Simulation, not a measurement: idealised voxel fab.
You're looking at the process module voxel air gaps.
Cross-section cut: width 165 nm, square cells of 5 nm.
Square cells in a grid make up a cross-section in this document, and the grid is given as bands, listed from the top down, each one or more rows of cells.
Band entry format. Leading values: height of top, height of bottom, nm. Remainder: materials in left-to-right order, each with its width in nm. Special words: "edge to edge" on a single material, which then fills the band edge to edge; "air", empty space.
Ref level 0: as-received wafer is one material below here. Bottom band extends down with no lower bound ("0 -> down").
The two numbers in a width such as "30->40" mark its ends across the band: the first belongs to the top row of cells, the second to the bottom row, and from each row to the next the width moves by the same amount.
Step marked "nothing different"? Then no cell in the cross-section changed in it.
Closed empty spaces (no open way to the top) of 8 cells or more are what "Closed void catalog" lists, each as width x height at distance from the left edge, nm for all three.
Post-settings text on a step line: simulator's own remark regarding the step.
What "overlay nm" on a step's line means: if the step has a mask, that mask lay this far to the right of its planned place, or, when the value is negative, to the left.
# List of planned process steps
1: RECEIVE with material Si
2: CONFORMAL_DEP with material SiO2, thk nm 10
3: CONFORMAL_DEP with material SiN, thk nm 5
4: DIRECTIONAL_DEP with material lowk, thk nm 35
5: PATTERN with tone open, mask id LINES, material resist, width nm 15, pitch nm 40, thk nm 15, overlay nm 0
6: DIRECTIONAL_ETCH with etch materials lowk, depth nm 35
7: STRIP with etch materials resist
8: CONFORMAL_DEP with material TiN, thk nm 5
9: FILL_DEP with material W, thk nm 5
10: CMP with height nm 50
11: EPI with material Ru, thk nm 10
12: SELECTIVE_ETCH with etch materials lowk, depth nm 45
13: CONFORMAL_DEP with material SiCN, thk nm 5
# as received, after step 1
	0 -> down = Si edge to edge
	Closed void catalog: none
# The cross-section shown corresponds to the wafer at the conclusion of the module. The initial structure and the process plan are those presented above; however, one mistake occurred in executing the plan
	75 -> 70 = air 10 nm | SiCN 145 nm | air 10 nm
	70 -> 50 = air 10 nm | SiCN 5 nm | Ru 135 nm | SiCN 5 nm | air 10 nm
	50 -> 45 = air 10 nm | SiCN 25 nm | TiN 5 nm | W 5 nm | TiN 5 nm | lowk 25 nm | TiN 5 nm | W 5 nm | TiN 5 nm | lowk 25 nm | TiN 5 nm | W 5 nm | TiN 5 nm | SiCN 25 nm | air 10 nm
	45 -> 20 = air 30 nm | SiCN 5 nm | TiN 5 nm | W 5 nm | TiN 5 nm | lowk 25 nm | TiN 5 nm | W 5 nm | TiN 5 nm | lowk 25 nm | TiN 5 nm | W 5 nm | TiN 5 nm | SiCN 5 nm | air 30 nm
	20 -> 15 = SiCN 35 nm | TiN 15 nm | lowk 25 nm | TiN 15 nm | lowk 25 nm | TiN 15 nm | SiCN 35 nm
	15 -> 10 = SiN edge to edge
	10 -> 0 = SiO2 edge to edge
	0 -> down = Si edge to edge
	Closed void catalog: none
Misprocessing identified: step 11 of the plan was twice carried out
